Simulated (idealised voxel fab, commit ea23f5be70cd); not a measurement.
The name of this process module is voxel capacitor over wiring.
Square cell edge 5 nm, section width 275 nm, ID cut.
Each cross-section below is a grid of square cells, stated as bands in top-down order, with one or more rows of cells making up each band. Heads up on the band format: heights come first, top then bottom, in nm. After that it's the materials left to right, each with its width in nm. A single material flagged "all across" fills the whole band edge to edge, and "blank" means there's empty space there. Note: height 0 marks the level under which the wafer is uniformly one material as received. Lowest band unbounded below, written "z 0 and below". Top row gets the first number, bottom row gets the second, and each row in between changes by the same step: that is how a band width like "30 to 40" works. No cell of the cross-section changed in a step that is given as "no alteration". The list in "Fully enclosed voids" covers empty spaces of 8 cells or more that cannot reach the top through any open way, and it gives each as width x height at distance; the distance is from the left edge, and width, height and distance are in nm. That trailing text on a step's line, after the settings, is the simulator's own remark on the step. overlay nm: right-of-plan distance of the mask on a masked step; negative values mean left-of-plan.

[The following list gives the planned process steps]
1: RECEIVE, material Si
2: CONFORMAL_DEP, material SiO2, thk nm 10
3: DIRECTIONAL_DEP, material TiN, thk nm 5
4: DIRECTIONAL_DEP, material W, thk nm 20
5: PATTERN, tone cover, mask id METAL_1, material resist, width nm 30, pitch nm 80, thk nm 20, overlay nm 0
6: DIRECTIONAL_ETCH, etch materials W, depth nm 20
7: DIRECTIONAL_ETCH, etch materials TiN, depth nm 5
8: STRIP, etch materials resist
9: FILL_DEP, material lowk, thk nm 10
10: CMP, height nm 35
11: CONFORMAL_DEP, material SiCN, thk nm 5
12: DIRECTIONAL_DEP, material SiO2, thk nm 15
13: MASKED_ETCH, tone open, mask id PLUG_1, width nm 15, etch materials SiO2, depth nm 5, overlay nm 0
14: MASKED_ETCH, tone open, mask id PLUG_1, width nm 15, etch materials SiCN, depth nm 5, overlay nm 0
15: EPI, material Ru, thk nm 10
16: EPI, material Ru, thk nm 10
17: DIRECTIONAL_DEP, material TiN, thk nm 5
18: DIRECTIONAL_DEP, material HfO2, thk nm 5
19: DIRECTIONAL_DEP, material TiN, thk nm 5
20: DIRECTIONAL_DEP, material aC, thk nm 10
21: PATTERN, tone cover, mask id UPPER_PLATE, material resist, width nm 55, thk nm 25, overlay nm 0
22: DIRECTIONAL_ETCH, etch materials aC, depth nm 10
23: STRIP, etch materials resist
24: DIRECTIONAL_ETCH, etch materials TiN, depth nm 5
25: DIRECTIONAL_ETCH, etch materials HfO2, depth nm 5
26: STRIP, etch materials aC
27: MASKED_ETCH, tone cover, mask id LOWER_PLATE, width nm 65, etch materials TiN, depth nm 5, overlay nm 0
28: FILL_DEP, material SiO2, thk nm 15
29: CMP, height nm 80
30: MASKED_ETCH, tone open, mask id PLUG_2, width nm 15, etch materials SiO2, depth nm 10, overlay nm 0
31: CONFORMAL_DEP, material TiN, thk nm 5
32: FILL_DEP, material Ru, thk nm 10
33: CMP, height nm 80
34: CONFORMAL_DEP, material SiN, thk nm 5
Wafer-to-wafer difference: depth nm, step 13. Common start. Plan = first wafer's value.

[Cut through the first of several wafers as received, post step 1]
    z 0 and below | Si all across
    Fully enclosed voids: none

[The table below has one row for each wafer; a row shows, as of the end of the module, how many cells of each material the wafer has gained, marked (+), or lost, marked (-), since it was received, and then the wafer's closed voids]
depth nm 5, +11 HfO2, +1 Ru, +55 SiCN, +55 SiN, +509 SiO2, +41 TiN, +48 W, +215 lowk, Fully enclosed voids: none
depth nm 10, +11 HfO2, +1 Ru, +55 SiCN, +55 SiN, +509 SiO2, +41 TiN, +48 W, +215 lowk, Fully enclosed voids: none
depth nm 15, +11 HfO2, +13 Ru, +52 SiCN, +55 SiN, +500 SiO2, +41 TiN, +48 W, +215 lowk, Fully enclosed voids: none
depth nm 20, +11 HfO2, +13 Ru, +52 SiCN, +55 SiN, +500 SiO2, +41 TiN, +48 W, +215 lowk, Fully enclosed voids: none
depth nm 25, +11 HfO2, +13 Ru, +52 SiCN, +55 SiN, +500 SiO2, +41 TiN, +48 W, +215 lowk, Fully enclosed voids: none
depth nm 30, +11 HfO2, +13 Ru, +52 SiCN, +55 SiN, +500 SiO2, +41 TiN, +48 W, +215 lowk, Fully enclosed voids: none
